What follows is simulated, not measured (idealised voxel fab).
Process module in this document: voxel transistor to metal
We display cut, a cross-section 165 nm in width whose square cells are each 5 nm.
Cross-section = grid of square cells, listed top down in bands; band = one or more rows. Each band's line starts with the height of the band's top and of its bottom, in nm. Then come its materials from left to right, each with its width in nm. One material with "edge to edge" fills the band from edge to edge. "blank" is empty space. For the purposes of this specification, 0 denotes the height below which the wafer in its as-received condition is composed wholly of one material, and the lowermost band, lacking a lower limit, extends downward without end, as expressed in "0..down". The width entry "30 to 40" should be interpreted row by row: the top row of cells in the band takes the first number, the bottom row takes the second number, and the change between adjacent rows is uniform throughout. Given "remained the same" for a step, no cell of the cross-section differs between before and after that step. The label "Completely sealed voids" introduces a list of the empty spaces, 8 cells or larger, that have no open way up to the top; each entry in it reads width x height at distance, where the distance is taken from the left edge and all three are stated in nm. Anything after a step's settings on that line? It's the simulator's own note about the step. "overlay nm" denotes, for a step that has a mask, the displacement of the mask to the right of its planned place, with negative values corresponding to the left.

## This section lists the process steps that were planned
| 1 | RECEIVE,material Si |
| 2 | CONFORMAL_DEP,material SiO2,thk nm 5 |
| 3 | CONFORMAL_DEP,material SiN,thk nm 15 |
| 4 | PATTERN,tone cover,mask id ACTIVE,material resist,width nm 95,thk nm 15,overlay nm 0 |
| 5 | DIRECTIONAL_ETCH,etch materials SiN,depth nm 15 |
| 6 | DIRECTIONAL_ETCH,etch materials SiO2,depth nm 5 |
| 7 | DIRECTIONAL_ETCH,etch materials Si,depth nm 35 |
| 8 | STRIP,etch materials resist |
| 9 | FILL_DEP,material SiO2,thk nm 15 |
| 10 | CMP,height nm 20 |
| 11 | SELECTIVE_ETCH,etch materials SiO2,depth nm 10 |
| 12 | STRIP,etch materials SiN |
| 13 | SELECTIVE_ETCH,etch materials SiO2,depth nm 5 |
| 14 | OXIDIZE,depth nm 5 |
| 15 | DIRECTIONAL_DEP,material polySi,thk nm 25 |
| 16 | DIRECTIONAL_DEP,material SiCN,thk nm 10 |
| 17 | DIRECTIONAL_DEP,material aC,thk nm 15 |
| 18 | PATTERN,tone cover,mask id GATE,material resist,width nm 15,thk nm 30,overlay nm 0 |
| 19 | DIRECTIONAL_ETCH,etch materials aC,depth nm 15 |
| 20 | STRIP,etch materials resist |
| 21 | DIRECTIONAL_ETCH,etch materials SiCN,depth nm 20 |
| 22 | DIRECTIONAL_ETCH,etch materials polySi,depth nm 35 |
| 23 | STRIP,etch materials aC |
| 24 | CONFORMAL_DEP,material SiN,thk nm 10 |
| 25 | DIRECTIONAL_ETCH,etch materials SiN,depth nm 10 |
| 26 | DIRECTIONAL_ETCH,etch materials SiO2,depth nm 5 |
| 27 | DIRECTIONAL_ETCH,etch materials Si,depth nm 15 |
| 28 | EPI,material pSi,thk nm 20 |
| 29 | FILL_DEP,material SiO2,thk nm 5 |
| 30 | CMP,height nm 35 |
| 31 | DIRECTIONAL_DEP,material SiO2,thk nm 15 |
| 32 | PATTERN,tone open,mask id CONTACT,material resist,width nm 30,pitch nm 55,thk nm 15,overlay nm 0 |
| 33 | DIRECTIONAL_ETCH,etch materials SiO2,depth nm 35 |
| 34 | STRIP,etch materials resist |
| 35 | CONFORMAL_DEP,material TiN,thk nm 5 |
| 36 | FILL_DEP,material W,thk nm 10 |
| 37 | CMP,height nm 50 |
| 38 | CONFORMAL_DEP,material SiCN,thk nm 5 |
| 39 | DIRECTIONAL_DEP,material SiO2,thk nm 25 |
| 40 | DIRECTIONAL_DEP,material aC,thk nm 10 |
| 41 | PATTERN,tone open,mask id METAL_1,material resist,width nm 20,pitch nm 65,thk nm 25,overlay nm 0 |
| 42 | DIRECTIONAL_ETCH,etch materials aC,depth nm 10 |
| 43 | STRIP,etch materials resist |
| 44 | DIRECTIONAL_ETCH,etch materials SiO2,depth nm 25 |
| 45 | DIRECTIONAL_ETCH,etch materials SiCN,depth nm 5 |
| 46 | STRIP,etch materials aC |
| 47 | CONFORMAL_DEP,material TiN,thk nm 5 |
| 48 | FILL_DEP,material Cu,thk nm 5 |
| 49 | CMP,height nm 80 |
| 50 | CONFORMAL_DEP,material SiCN,thk nm 5 |
| 51 | DIRECTIONAL_DEP,material SiO2,thk nm 30 |
| 52 | DIRECTIONAL_DEP,material aC,thk nm 15 |
| 53 | PATTERN,tone open,mask id METAL_2,material resist,width nm 20,pitch nm 65,thk nm 35,overlay nm 0 |
| 54 | DIRECTIONAL_ETCH,etch materials aC,depth nm 15 |
| 55 | STRIP,etch materials resist |
| 56 | DIRECTIONAL_ETCH,etch materials SiO2,depth nm 15 |
| 57 | STRIP,etch materials aC |
| 58 | MASKED_ETCH,tone open,mask id METAL_2_HOLES,width nm 15,pitch nm 65,etch materials SiO2,depth nm 15,overlay nm 0 |
| 59 | MASKED_ETCH,tone open,mask id METAL_2_HOLES,width nm 15,pitch nm 65,etch materials SiCN,depth nm 5,overlay nm 0 |
| 60 | CONFORMAL_DEP,material TiN,thk nm 5 |
| 61 | FILL_DEP,material Cu,thk nm 5 |
| 62 | CMP,height nm 115 |
| 63 | CONFORMAL_DEP,material SiN,thk nm 5 |

## Cross-sectional view of the wafer in its as-received condition, corresponding to the state after step 1
    0..down  Si edge to edge
    Completely sealed voids: none

## Cross-section at module end, one run error; start and plan unchanged from above
    120..115  SiN edge to edge
    115..105  SiO2 40 nm, TiN 5 nm, Cu 10 nm, TiN 5 nm, SiO2 45 nm, TiN 5 nm, Cu 10 nm, TiN 5 nm, SiO2 40 nm
    105..100  SiO2 40 nm, TiN 5 nm, Cu 5 nm, TiN 10 nm, SiO2 45 nm, TiN 5 nm, Cu 5 nm, TiN 10 nm, SiO2 40 nm
    100..85  SiO2 40 nm, TiN 5 nm, Cu 5 nm, TiN 5 nm, SiO2 50 nm, TiN 5 nm, Cu 5 nm, TiN 5 nm, SiO2 45 nm
    85..80  SiCN 40 nm, TiN 15 nm, SiCN 50 nm, TiN 15 nm, SiCN 45 nm
    80..55  SiO2 40 nm, TiN 5 nm, Cu 10 nm, TiN 5 nm, SiO2 45 nm, TiN 5 nm, Cu 10 nm, TiN 5 nm, SiO2 40 nm
    55..50  SiCN 40 nm, TiN 20 nm, SiCN 45 nm, TiN 20 nm, SiCN 40 nm
    50..40  SiO2 40 nm, TiN 5 nm, W 20 nm, TiN 5 nm, SiO2 25 nm, TiN 5 nm, W 20 nm, TiN 5 nm, SiO2 40 nm
    40..35  SiO2 40 nm, TiN 5 nm, W 15 nm, TiN 10 nm, SiO2 25 nm, TiN 10 nm, W 15 nm, TiN 5 nm, SiO2 40 nm
    35..25  SiO2 40 nm, TiN 5 nm, W 15 nm, TiN 5 nm, SiN 10 nm, SiCN 15 nm, SiN 10 nm, TiN 5 nm, W 15 nm, TiN 5 nm, SiO2 40 nm
    25..20  SiO2 40 nm, TiN 5 nm, W 15 nm, TiN 5 nm, SiN 10 nm, polySi 15 nm, SiN 10 nm, TiN 5 nm, W 15 nm, TiN 5 nm, SiO2 40 nm
    20..15  SiO2 40 nm, TiN 25 nm, SiN 10 nm, polySi 15 nm, SiN 10 nm, TiN 25 nm, SiO2 40 nm
    15..5  SiO2 35 nm, pSi 30 nm, SiN 10 nm, polySi 15 nm, SiN 10 nm, pSi 35 nm, SiO2 30 nm
    5..0  SiO2 35 nm, SiN 10 nm, pSi 20 nm, SiN 10 nm, polySi 15 nm, SiN 10 nm, pSi 25 nm, SiN 10 nm, SiO2 30 nm
    0..-5  SiO2 45 nm, pSi 20 nm, SiO2 35 nm, pSi 25 nm, SiO2 40 nm
    -5..-20  SiO2 40 nm, Si 5 nm, pSi 20 nm, Si 35 nm, pSi 25 nm, Si 5 nm, SiO2 35 nm
    -20..-35  SiO2 40 nm, Si 90 nm, SiO2 35 nm
    -35..down  Si edge to edge
    Completely sealed voids: none
Want to know what went wrong? heads up, step 4 didn't go per plan, it actually ran as PATTERN,tone cover,mask id ACTIVE,material resist,width nm 90,thk nm 15,overlay nm 0
